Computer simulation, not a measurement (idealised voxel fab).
Process module, titled voxel released beams
Cross-section cut: width 215 nm, square cells of 5 nm.
Reading order for cross-sections: top band down to bottom band. Underlying form: a grid of square cells. Band size: one or more rows of cells. The band entry comprises the height of the band's top followed by the height of its bottom, expressed in nm, and subsequently the band's materials from left to right, each stated together with its width in nm. Where a single material is marked with the word "all across", that material fills the band from edge to edge. The word "empty" represents empty space. Ref level 0: as-received wafer is one material below here. Bottom band extends down with no lower bound ("0 and below"). When a width is written as two numbers, as in "30 to 40", the first number is the width in the top row of cells of the band and the second is the width in its bottom row, and the width changes by the same amount from each row to the next. Where a step carries "no alterations made", the cross-section came out of it unchanged, cell for cell. In "Non-vented voids" the enclosed voids are listed, meaning empty spaces of 8 cells or larger without any opening to the top. The form is width x height at distance, distance from the left edge, units nm. after a step's settings: what the simulator itself notes on the step. "overlay nm" denotes, for a step that has a mask, the displacement of the mask to the right of its planned place, with negative values corresponding to the left.

[Set out below are the planned steps of the process]
| 1 | RECEIVE [material Si] |
| 2 | CONFORMAL_DEP [material SiN] [thk nm 10] |
| 3 | DIRECTIONAL_DEP [material SiO2] [thk nm 10] |
| 4 | DIRECTIONAL_DEP [material aC] [thk nm 10] |
| 5 | PATTERN [tone open] [mask id ANCHOR] [material resist] [width nm 40] [thk nm 25] [overlay nm 0] |
| 6 | DIRECTIONAL_ETCH [etch materials aC] [depth nm 10] |
| 7 | STRIP [etch materials resist] |
| 8 | DIRECTIONAL_ETCH [etch materials SiO2] [depth nm 10] |
| 9 | STRIP [etch materials aC] |
| 10 | CONFORMAL_DEP [material polySi] [thk nm 15] |
| 11 | MASKED_ETCH [tone cover] [mask id BEAM] [width nm 100] [etch materials polySi] [depth nm 15] [overlay nm 0] |
| 12 | STRIP [etch materials SiO2] |

[Cross-section of the wafer as it came to us, i.e., already through step 1]
    0 and below: Si all across
    Non-vented voids: none

[The cross-section shown corresponds to the wafer at the conclusion of the module. The initial structure and the process plan are those presented above; however, one mistake occurred in executing the plan]
    35 down to 20: 55 of empty, then 100 of polySi, then 60 of empty
    20 down to 10: SiN all across
    10 down to 0: SiO2 all across
    0 and below: Si all across
    Non-vented voids: none
Misprocessing identified: the processing plan was not followed for steps 2 and 3, which were run with their positions exchanged
